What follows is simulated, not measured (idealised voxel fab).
process module | voxel ribs on slabs
cross-section cut | 185 nm wide | cells 5 nm
A cross-section is a grid of square cells, given in bands from the top down. A band is one or more rows of cells.
Each band's line starts with the height of the band's top and of its bottom, in nm. Then come its materials from left to right, each with its width in nm. One material with "throughout" fills the band from edge to edge. "air" is empty space.
Height 0 is the level under which the wafer as received is all one material. The lowest band goes on downwards, as in "0 down".
A width such as "30 to 40" changes by the same amount from each row of cells to the next, from the band's top row to its bottom row.
"no change" after a step means that no cell of the cross-section changed.
closed voids: empty space of 8 cells or more with no open way to the top, each as width x height at its distance from the left edge, in nm
after a step's settings: what the simulator itself notes on the step
overlay nm, on a step with a mask: how far to the right of its planned place the mask lay; to the left if negative
plan
1 op RECEIVE | material Si
2 op DIRECTIONAL_DEP | material SiO2 | thk nm 25
3 op DIRECTIONAL_DEP | material polySi | thk nm 15
4 op PATTERN | tone cover | mask id RIB | material resist | width nm 25 | thk nm 15 | overlay nm 0
5 op DIRECTIONAL_ETCH | etch materials polySi | depth nm 10
6 op STRIP | etch materials resist
7 op MASKED_ETCH | tone cover | mask id SLAB | width nm 65 | etch materials polySi | depth nm 5 | overlay nm 0
8 op FILL_DEP | material SiO2 | thk nm 20
9 op CMP | height nm 50
10 op DIRECTIONAL_DEP | material TiN | thk nm 10
11 op MASKED_ETCH | tone cover | mask id HEATER | width nm 35 | etch materials TiN | depth nm 10 | overlay nm 0
12 op CONFORMAL_DEP | material SiN | thk nm 5
as received, after step 1
  0 down: Si throughout
  closed voids: none
a wafer at the end: this start, this plan, one mistake
  65 to 60: air 70 | SiN 45 | air 70
  60 to 55: air 70 | SiN 5 | TiN 35 | SiN 5 | air 70
  55 to 50: SiN 75 | TiN 35 | SiN 75
  50 to 40: SiO2 throughout
  40 to 35: SiO2 60 | polySi 20 | SiO2 25 | polySi 20 | SiO2 60
  35 to 30: polySi 80 | SiO2 25 | polySi 80
  30 to 25: polySi throughout
  25 to 0: SiO2 throughout
  0 down: Si throughout
  closed voids: none
what went wrong: step 4 ran as: op PATTERN | tone open | mask id RIB | material resist | width nm 25 | thk nm 15 | overlay nm 0
